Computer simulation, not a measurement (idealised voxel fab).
process module | voxel transistor to metal
cross-section cut | 200 nm wide | cells 5 nm
A cross-section is a grid of square cells, given in bands from the top down. A band is one or more rows of cells.
Each band's line starts with the height of the band's top and of its bottom, in nm. Then come its materials from left to right, each with its width in nm. One material with "throughout" fills the band from edge to edge. "air" is empty space.
Height 0 is the level under which the wafer as received is all one material. The lowest band goes on downwards, as in "0 down".
A width such as "30 to 40" changes by the same amount from each row of cells to the next, from the band's top row to its bottom row.
"no change" after a step means that no cell of the cross-section changed.
closed voids: empty space of 8 cells or more with no open way to the top, each as width x height at its distance from the left edge, in nm
after a step's settings: what the simulator itself notes on the step
overlay nm, on a step with a mask: how far to the right of its planned place the mask lay; to the left if negative
plan
1 op RECEIVE | material Si
2 op CONFORMAL_DEP | material SiO2 | thk nm 5
3 op CONFORMAL_DEP | material SiN | thk nm 15
4 op DIRECTIONAL_DEP | material aC | thk nm 10
5 op PATTERN | tone cover | mask id ACTIVE | material resist | width nm 110 | thk nm 25 | overlay nm 0
6 op DIRECTIONAL_ETCH | etch materials aC | depth nm 10
7 op STRIP | etch materials resist
8 op DIRECTIONAL_ETCH | etch materials SiN | depth nm 15
9 op DIRECTIONAL_ETCH | etch materials SiO2 | depth nm 5
10 op DIRECTIONAL_ETCH | etch materials Si | depth nm 25
11 op STRIP | etch materials aC
12 op FILL_DEP | material SiO2 | thk nm 10
13 op CMP | height nm 20
14 op SELECTIVE_ETCH | etch materials SiO2 | depth nm 5
15 op STRIP | etch materials SiN
16 op SELECTIVE_ETCH | etch materials SiO2 | depth nm 5
17 op OXIDIZE | depth nm 5
18 op DIRECTIONAL_DEP | material polySi | thk nm 20
19 op DIRECTIONAL_DEP | material SiCN | thk nm 10
20 op MASKED_ETCH | tone cover | mask id GATE | width nm 20 | etch materials SiCN | depth nm 20 | overlay nm 0
21 op MASKED_ETCH | tone cover | mask id GATE | width nm 20 | etch materials polySi | depth nm 30 | overlay nm 0
22 op CONFORMAL_DEP | material SiO2 | thk nm 5
23 op DIRECTIONAL_ETCH | etch materials SiO2 | depth nm 5
24 op CONFORMAL_DEP | material SiN | thk nm 5
25 op DIRECTIONAL_ETCH | etch materials SiN | depth nm 5
26 op DIRECTIONAL_ETCH | etch materials SiO2 | depth nm 5
27 op DIRECTIONAL_ETCH | etch materials Si | depth nm 5
28 op EPI | material pSi | thk nm 5
29 op FILL_DEP | material SiO2 | thk nm 5
30 op CMP | height nm 30
31 op DIRECTIONAL_DEP | material SiO2 | thk nm 15
32 op PATTERN | tone open | mask id CONTACT | material resist | width nm 20 | pitch nm 80 | thk nm 20 | overlay nm 0
33 op DIRECTIONAL_ETCH | etch materials SiO2 | depth nm 50
34 op STRIP | etch materials resist
35 op CONFORMAL_DEP | material TiN | thk nm 5
36 op FILL_DEP | material W | thk nm 10
37 op CMP | height nm 45
38 op DIRECTIONAL_DEP | material TiN | thk nm 5
39 op DIRECTIONAL_DEP | material Ru | thk nm 15
40 op MASKED_ETCH | tone cover | mask id METAL_1 | width nm 20 | pitch nm 80 | etch materials Ru | depth nm 15 | overlay nm 0
41 op MASKED_ETCH | tone cover | mask id METAL_1 | width nm 20 | pitch nm 80 | etch materials TiN | depth nm 5 | overlay nm 0
42 op FILL_DEP | material lowk | thk nm 10
43 op CMP | height nm 65
44 op CONFORMAL_DEP | material SiCN | thk nm 5
45 op DIRECTIONAL_DEP | material lowk | thk nm 35
46 op PATTERN | tone open | mask id METAL_2_HOLES | material resist | width nm 15 | pitch nm 80 | thk nm 20 | overlay nm 0
47 op DIRECTIONAL_ETCH | etch materials lowk | depth nm 35
48 op STRIP | etch materials resist
49 op PATTERN | tone open | mask id METAL_2 | material resist | width nm 20 | pitch nm 80 | thk nm 20 | overlay nm 0
50 op DIRECTIONAL_ETCH | etch materials lowk | depth nm 20
51 op DIRECTIONAL_ETCH | etch materials SiCN | depth nm 5
52 op STRIP | etch materials resist
53 op CONFORMAL_DEP | material TiN | thk nm 5
54 op FILL_DEP | material Ru | thk nm 10
55 op CMP | height nm 105
56 op CONFORMAL_DEP | material SiCN | thk nm 5
as received, after step 1
  0 down: Si throughout
  closed voids: none
first wafer at the end, as planned
  110 to 105: SiCN throughout
  105 to 90: lowk 50 | TiN 5 | Ru 10 | TiN 5 | lowk 60 | TiN 5 | Ru 10 | TiN 5 | lowk 50
  90 to 85: lowk 50 | TiN 5 | Ru 5 | TiN 10 | lowk 60 | TiN 5 | Ru 5 | TiN 10 | lowk 50
  85 to 70: lowk 50 | TiN 5 | Ru 5 | TiN 5 | lowk 65 | TiN 5 | Ru 5 | TiN 5 | lowk 55
  70 to 65: SiCN 50 | TiN 15 | SiCN 65 | TiN 15 | SiCN 55
  65 to 50: lowk 50 | Ru 20 | lowk 60 | Ru 20 | lowk 50
  50 to 45: lowk 50 | TiN 20 | lowk 60 | TiN 20 | lowk 50
  45 to 30: SiO2 50 | TiN 5 | W 10 | TiN 5 | SiO2 60 | TiN 5 | W 10 | TiN 5 | SiO2 50
  30 to 20: SiO2 50 | TiN 5 | W 10 | TiN 5 | SiO2 10 | SiN 5 | SiO2 5 | SiCN 20 | SiO2 5 | SiN 5 | SiO2 10 | TiN 5 | W 10 | TiN 5 | SiO2 50
  20 to 10: SiO2 50 | TiN 5 | W 10 | TiN 5 | SiO2 10 | SiN 5 | SiO2 5 | polySi 20 | SiO2 5 | SiN 5 | SiO2 10 | TiN 5 | W 10 | TiN 5 | SiO2 50
  10 to 0: SiO2 45 | SiN 5 | TiN 5 to 10 | W 10 to 5 | TiN 5 | SiO2 10 | SiN 5 | SiO2 5 | polySi 20 | SiO2 5 | SiN 5 | SiO2 10 | TiN 5 | W 10 to 5 | TiN 5 to 10 | SiN 5 | SiO2 45
  0 to -5: SiO2 50 | pSi 5 | TiN 15 | SiO2 5 | pSi 5 | SiO2 40 | pSi 5 | SiO2 5 | TiN 15 | pSi 5 | SiO2 50
  -5 to -10: SiO2 45 | Si 5 | pSi 30 | Si 40 | pSi 30 | Si 5 | SiO2 45
  -10 to -25: SiO2 45 | Si 110 | SiO2 45
  -25 down: Si throughout
  closed voids: none
second wafer at the end: like start, like plan, one mistake
  110 to 105: SiCN throughout
  105 to 90: lowk 50 | TiN 5 | Ru 10 | TiN 5 | lowk 60 | TiN 5 | Ru 10 | TiN 5 | lowk 50
  90 to 85: lowk 50 | TiN 5 | Ru 5 | TiN 10 | lowk 60 | TiN 5 | Ru 5 | TiN 10 | lowk 50
  85 to 70: lowk 50 | TiN 5 | Ru 5 | TiN 5 | lowk 65 | TiN 5 | Ru 5 | TiN 5 | lowk 55
  70 to 65: SiCN 50 | TiN 15 | SiCN 65 | TiN 15 | SiCN 55
  65 to 60: lowk 50 | TiN 20 | lowk 60 | TiN 20 | lowk 50
  60 to 45: Ru throughout
  45 to 30: SiO2 50 | TiN 5 | W 10 | TiN 5 | SiO2 60 | TiN 5 | W 10 | TiN 5 | SiO2 50
  30 to 20: SiO2 50 | TiN 5 | W 10 | TiN 5 | SiO2 10 | SiN 5 | SiO2 5 | SiCN 20 | SiO2 5 | SiN 5 | SiO2 10 | TiN 5 | W 10 | TiN 5 | SiO2 50
  20 to 10: SiO2 50 | TiN 5 | W 10 | TiN 5 | SiO2 10 | SiN 5 | SiO2 5 | polySi 20 | SiO2 5 | SiN 5 | SiO2 10 | TiN 5 | W 10 | TiN 5 | SiO2 50
  10 to 0: SiO2 45 | SiN 5 | TiN 5 to 10 | W 10 to 5 | TiN 5 | SiO2 10 | SiN 5 | SiO2 5 | polySi 20 | SiO2 5 | SiN 5 | SiO2 10 | TiN 5 | W 10 to 5 | TiN 5 to 10 | SiN 5 | SiO2 45
  0 to -5: SiO2 50 | pSi 5 | TiN 15 | SiO2 5 | pSi 5 | SiO2 40 | pSi 5 | SiO2 5 | TiN 15 | pSi 5 | SiO2 50
  -5 to -10: SiO2 45 | Si 5 | pSi 30 | Si 40 | pSi 30 | Si 5 | SiO2 45
  -10 to -25: SiO2 45 | Si 110 | SiO2 45
  -25 down: Si throughout
  closed voids: none
what went wrong: steps 38 and 39 were swapped
at the end the second wafer has, in cells: 96 more of Ru | 96 fewer of lowk
